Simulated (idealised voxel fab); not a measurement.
Process module name: voxel air gaps
Cross-section cut spans 185 nm and uses square cells 5 nm in size.
Throughout this document, each cross-section is represented as a grid of square cells and is presented as a sequence of bands enumerated from the top downward, where a band comprises one or more rows of cells.
Basically the band line says how high the top is and how high the bottom is, in nm, and then what's in it from left to right, every material with its width in nm. Empty space shows up as "blank", and if a single material carries "full width" it runs the full band edge to edge.
Beneath 0, the wafer as received is one material, and that level is where height counting begins. The lowest band goes on downward without a bottom; it is written like "0 and below".
Quick explanation for "30 to 40": the width changes in equal steps down the rows of cells, from the first number in the band's top row to the second number in its bottom row.
"no alteration" means the step left every cell of the cross-section as it was.
Closed-off voids of 8+ cells (no open route to the top) go in "Unvented voids", written width x height at distance from the left edge, in nm.
If you see something after the settings on a step's line, that's the simulator's own remark about that step.
"overlay nm", when on a step's line for a step with a mask, measures how far to the right of its planned place the mask lay; a negative measure means to the left.
List of planned process steps:
1: RECEIVE: material Si
2: CONFORMAL_DEP: material SiO2, thk nm 15
3: CONFORMAL_DEP: material SiN, thk nm 5
4: DIRECTIONAL_DEP: material SiO2, thk nm 40
5: PATTERN: tone open, mask id LINES, material resist, width nm 25, pitch nm 50, thk nm 15, overlay nm 0
6: DIRECTIONAL_ETCH: etch materials SiO2, depth nm 40
7: STRIP: etch materials resist
8: CONFORMAL_DEP: material TiN, thk nm 5
9: FILL_DEP: material W, thk nm 10
10: CMP: height nm 60
11: EPI: material Ru, thk nm 10
12: SELECTIVE_ETCH: etch materials SiO2, depth nm 50
13: CONFORMAL_DEP: material SiCN, thk nm 5
Wafer at receipt (post step 1), cross-section:
* 0 and below | Si full width
* Unvented voids: none
Starting structure and process plan are as shown above, but one mistake was made in running the module; the wafer cross-section at the end of the module follows:
* 75 down to 70 | blank: 20  SiCN: 155  blank: 10
* 70 down to 60 | blank: 20  SiCN: 5  Ru: 45  SiCN: 5  Ru: 45  SiCN: 5  Ru: 45  SiCN: 5  blank: 10
* 60 down to 55 | blank: 20  SiCN: 15  TiN: 5  W: 15  TiN: 5  SiCN: 25  TiN: 5  W: 15  TiN: 5  SiCN: 25  TiN: 5  W: 15  TiN: 5  SiCN: 15  blank: 10
* 55 down to 25 | blank: 30  SiCN: 5  TiN: 5  W: 15  TiN: 5  SiCN: 5  blank: 15  SiCN: 5  TiN: 5  W: 15  TiN: 5  SiCN: 5  blank: 15  SiCN: 5  TiN: 5  W: 15  TiN: 5  SiCN: 5  blank: 20
* 25 down to 20 | SiCN: 35  TiN: 25  SiCN: 25  TiN: 25  SiCN: 25  TiN: 25  SiCN: 25
* 20 down to 15 | SiN full width
* 15 down to 0 | SiO2 full width
* 0 and below | Si full width
* Unvented voids: 15 x 30 at 65; 15 x 30 at 115
Misprocessing identified: step 5, actual vs plan mismatch, actual run PATTERN: tone open, mask id LINES, material resist, width nm 25, pitch nm 50, thk nm 15, overlay nm 5
